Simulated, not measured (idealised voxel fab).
process module | voxel capacitor over wiring
cross-section cut | 280 nm wide | cells 5 nm
A cross-section is a grid of square cells, given in bands from the top down. A band is one or more rows of cells.
Each band's line starts with the height of the band's top and of its bottom, in nm. Then come its materials from left to right, each with its width in nm. One material with "throughout" fills the band from edge to edge. "air" is empty space.
Height 0 is the level under which the wafer as received is all one material. The lowest band goes on downwards, as in "0 down".
A width such as "30 to 40" changes by the same amount from each row of cells to the next, from the band's top row to its bottom row.
"no change" after a step means that no cell of the cross-section changed.
closed voids: empty space of 8 cells or more with no open way to the top, each as width x height at its distance from the left edge, in nm
after a step's settings: what the simulator itself notes on the step
overlay nm, on a step with a mask: how far to the right of its planned place the mask lay; to the left if negative
plan
1 op RECEIVE | material Si
2 op CONFORMAL_DEP | material SiO2 | thk nm 10
3 op CONFORMAL_DEP | material SiN | thk nm 5
4 op DIRECTIONAL_DEP | material lowk | thk nm 20
5 op DIRECTIONAL_DEP | material aC | thk nm 10
6 op PATTERN | tone open | mask id METAL_1 | material resist | width nm 30 | pitch nm 80 | thk nm 25 | overlay nm 0
7 op DIRECTIONAL_ETCH | etch materials aC | depth nm 10
8 op STRIP | etch materials resist
9 op DIRECTIONAL_ETCH | etch materials lowk | depth nm 20
10 op DIRECTIONAL_ETCH | etch materials SiN | depth nm 5
11 op STRIP | etch materials aC
12 op CONFORMAL_DEP | material TiN | thk nm 5
13 op FILL_DEP | material Ru | thk nm 10
14 op CMP | height nm 35
15 op EPI | material Ru | thk nm 5
16 op FILL_DEP | material SiCN | thk nm 5
17 op DIRECTIONAL_DEP | material SiO2 | thk nm 20
18 op PATTERN | tone open | mask id PLUG_1 | material resist | width nm 15 | thk nm 15 | overlay nm 0
19 op DIRECTIONAL_ETCH | etch materials SiO2 | depth nm 20
20 op DIRECTIONAL_ETCH | etch materials SiCN | depth nm 5
21 op STRIP | etch materials resist
22 op EPI | material Ru | thk nm 10
23 op EPI | material Ru | thk nm 10
24 op EPI | material Ru | thk nm 5
25 op DIRECTIONAL_DEP | material TiN | thk nm 5
26 op DIRECTIONAL_DEP | material Al2O3 | thk nm 5
27 op DIRECTIONAL_DEP | material TiN | thk nm 5
28 op MASKED_ETCH | tone cover | mask id UPPER_PLATE | width nm 55 | etch materials TiN | depth nm 5 | overlay nm 0
29 op MASKED_ETCH | tone cover | mask id UPPER_PLATE | width nm 55 | etch materials Al2O3 | depth nm 5 | overlay nm 0
30 op PATTERN | tone cover | mask id LOWER_PLATE | material resist | width nm 65 | thk nm 20 | overlay nm 0
31 op DIRECTIONAL_ETCH | etch materials TiN | depth nm 5
32 op STRIP | etch materials resist
33 op FILL_DEP | material SiO2 | thk nm 15
34 op CMP | height nm 90
35 op PATTERN | tone open | mask id PLUG_2 | material resist | width nm 15 | thk nm 20 | overlay nm 0
36 op DIRECTIONAL_ETCH | etch materials SiO2 | depth nm 10
37 op STRIP | etch materials resist
38 op CONFORMAL_DEP | material TiN | thk nm 5
39 op FILL_DEP | material W | thk nm 5
40 op CMP | height nm 90
41 op CONFORMAL_DEP | material SiN | thk nm 5
first wafer, as planned
as received, after step 1
  0 down: Si throughout
  closed voids: none
after step 2
  10 to 0: SiO2 throughout
  below 0: unchanged
after step 3
  15 to 10: SiN throughout
  below 10: unchanged
after step 4
  35 to 15: lowk throughout
  below 15: unchanged
after step 5
  45 to 35: aC throughout
  below 35: unchanged
after step 6
  70 to 45: resist 85 | air 30 | resist 50 | air 30 | resist 85
  below 45: unchanged
after step 7
  60 to 45: resist 85 | air 30 | resist 50 | air 30 | resist 85
  45 to 35: aC 85 | air 30 | aC 50 | air 30 | aC 85
  below 35: unchanged
after step 8
  45 to 35: aC 85 | air 30 | aC 50 | air 30 | aC 85
  below 35: unchanged
after step 9
  45 to 35: aC 85 | air 30 | aC 50 | air 30 | aC 85
  35 to 15: lowk 85 | air 30 | lowk 50 | air 30 | lowk 85
  below 15: unchanged
after step 10
  45 to 35: aC 85 | air 30 | aC 50 | air 30 | aC 85
  35 to 15: lowk 85 | air 30 | lowk 50 | air 30 | lowk 85
  15 to 10: SiN 85 | air 30 | SiN 50 | air 30 | SiN 85
  below 10: unchanged
after step 11
  35 to 15: lowk 85 | air 30 | lowk 50 | air 30 | lowk 85
  below 15: unchanged
after step 12
  40 to 35: TiN 90 | air 20 | TiN 60 | air 20 | TiN 90
  35 to 15: lowk 85 | TiN 5 | air 20 | TiN 5 | lowk 50 | TiN 5 | air 20 | TiN 5 | lowk 85
  15 to 10: SiN 85 | TiN 30 | SiN 50 | TiN 30 | SiN 85
  below 10: unchanged
after step 13
  50 to 40: Ru throughout
  40 to 35: TiN 90 | Ru 20 | TiN 60 | Ru 20 | TiN 90
  35 to 15: lowk 85 | TiN 5 | Ru 20 | TiN 5 | lowk 50 | TiN 5 | Ru 20 | TiN 5 | lowk 85
  below 15: unchanged
after step 14
  35 to 15: lowk 85 | TiN 5 | Ru 20 | TiN 5 | lowk 50 | TiN 5 | Ru 20 | TiN 5 | lowk 85
  below 15: unchanged
after step 15
  40 to 35: air 80 | Ru 40 | air 40 | Ru 40 | air 80
  below 35: unchanged
after step 16
  45 to 40: SiCN throughout
  40 to 35: SiCN 80 | Ru 40 | SiCN 40 | Ru 40 | SiCN 80
  below 35: unchanged
after step 17
  65 to 45: SiO2 throughout
  below 45: unchanged
after step 18
  80 to 65: resist 100 | air 15 | resist 165
  below 65: unchanged
after step 19
  80 to 65: resist 100 | air 15 | resist 165
  65 to 45: SiO2 100 | air 15 | SiO2 165
  below 45: unchanged
after step 20
  80 to 65: resist 100 | air 15 | resist 165
  65 to 45: SiO2 100 | air 15 | SiO2 165
  45 to 40: SiCN 100 | air 15 | SiCN 165
  below 40: unchanged
after step 21
  65 to 45: SiO2 100 | air 15 | SiO2 165
  below 45: unchanged
after step 22
  65 to 50: SiO2 100 | air 15 | SiO2 165
  50 to 45: SiO2 100 | Ru 15 | SiO2 165
  45 to 40: SiCN 100 | Ru 15 | SiCN 165
  below 40: unchanged
after step 23
  65 to 60: SiO2 100 | air 15 | SiO2 165
  60 to 45: SiO2 100 | Ru 15 | SiO2 165
  below 45: unchanged
after step 24
  65 to 45: SiO2 100 | Ru 15 | SiO2 165
  below 45: unchanged
after step 25
  70 to 65: TiN throughout
  below 65: unchanged
after step 26
  75 to 70: Al2O3 throughout
  below 70: unchanged
after step 27
  80 to 75: TiN throughout
  below 75: unchanged
after step 28
  80 to 75: air 100 | TiN 55 | air 125
  below 75: unchanged
after step 29
  80 to 75: air 100 | TiN 55 | air 125
  75 to 70: air 100 | Al2O3 55 | air 125
  below 70: unchanged
after step 30
  100 to 80: air 95 | resist 65 | air 120
  80 to 75: air 95 | resist 5 | TiN 55 | resist 5 | air 120
  75 to 70: air 95 | resist 5 | Al2O3 55 | resist 5 | air 120
  below 70: unchanged
after step 31
  100 to 80: air 95 | resist 65 | air 120
  80 to 75: air 95 | resist 5 | TiN 55 | resist 5 | air 120
  75 to 70: air 95 | resist 5 | Al2O3 55 | resist 5 | air 120
  70 to 65: air 95 | TiN 65 | air 120
  below 65: unchanged
after step 32
  80 to 75: air 100 | TiN 55 | air 125
  75 to 70: air 100 | Al2O3 55 | air 125
  below 70: unchanged
after step 33
  95 to 80: SiO2 throughout
  80 to 75: SiO2 100 | TiN 55 | SiO2 125
  75 to 70: SiO2 100 | Al2O3 55 | SiO2 125
  70 to 65: SiO2 95 | TiN 65 | SiO2 120
  below 65: unchanged
after step 34
  90 to 80: SiO2 throughout
  below 80: unchanged
after step 35
  110 to 90: resist 110 | air 15 | resist 155
  below 90: unchanged
after step 36
  110 to 90: resist 110 | air 15 | resist 155
  90 to 80: SiO2 110 | air 15 | SiO2 155
  below 80: unchanged
after step 37
  90 to 80: SiO2 110 | air 15 | SiO2 155
  below 80: unchanged
after step 38
  95 to 90: TiN 115 | air 5 | TiN 160
  90 to 85: SiO2 110 | TiN 5 | air 5 | TiN 5 | SiO2 155
  85 to 75: SiO2 110 to 100 | TiN 15 to 55 | SiO2 155 to 125
  below 75: unchanged
after step 39
  100 to 95: W throughout
  95 to 90: TiN 115 | W 5 | TiN 160
  90 to 85: SiO2 110 | TiN 5 | W 5 | TiN 5 | SiO2 155
  below 85: unchanged
after step 40
  90 to 85: SiO2 110 | TiN 5 | W 5 | TiN 5 | SiO2 155
  below 85: unchanged
after step 41
  95 to 90: SiN throughout
  below 90: unchanged
second wafer: like start, like plan, one mistake. Through step 29 it matches the first wafer
when step 30 should have ended
  100 to 80: resist 95 | air 65 | resist 120
  80 to 75: resist 95 | air 5 | TiN 55 | air 5 | resist 120
  75 to 70: resist 95 | air 5 | Al2O3 55 | air 5 | resist 120
  below 70: unchanged
when step 31 should have ended
  100 to 75: resist 95 | air 65 | resist 120
  75 to 70: resist 95 | air 5 | Al2O3 55 | air 5 | resist 120
  70 to 65: TiN 95 | air 5 | TiN 55 | air 5 | TiN 120
  below 65: unchanged
when step 32 should have ended
  75 to 70: air 100 | Al2O3 55 | air 125
  below 70: unchanged
when step 33 should have ended
  90 to 75: SiO2 throughout
  75 to 70: SiO2 100 | Al2O3 55 | SiO2 125
  70 to 65: TiN 95 | SiO2 5 | TiN 55 | SiO2 5 | TiN 120
  below 65: unchanged
when step 34 should have ended: no change
when step 35 should have ended
  110 to 90: resist 110 | air 15 | resist 155
  below 90: unchanged
when step 36 should have ended
  110 to 90: resist 110 | air 15 | resist 155
  90 to 80: SiO2 110 | air 15 | SiO2 155
  below 80: unchanged
when step 37 should have ended
  90 to 80: SiO2 110 | air 15 | SiO2 155
  below 80: unchanged
when step 38 should have ended
  95 to 90: TiN 115 | air 5 | TiN 160
  90 to 85: SiO2 110 | TiN 5 | air 5 | TiN 5 | SiO2 155
  85 to 80: SiO2 110 | TiN 15 | SiO2 155
  below 80: unchanged
when step 39 should have ended
  100 to 95: W throughout
  95 to 90: TiN 115 | W 5 | TiN 160
  90 to 85: SiO2 110 | TiN 5 | W 5 | TiN 5 | SiO2 155
  below 85: unchanged
when step 40 should have ended
  90 to 85: SiO2 110 | TiN 5 | W 5 | TiN 5 | SiO2 155
  below 85: unchanged
when step 41 should have ended
  95 to 90: SiN throughout
  below 90: unchanged
what went wrong: step 30 ran as: op PATTERN | tone open | mask id LOWER_PLATE | material resist | width nm 65 | thk nm 20 | overlay nm 0
at the end the second wafer has, in cells: 30 fewer of SiO2 | 30 more of TiN
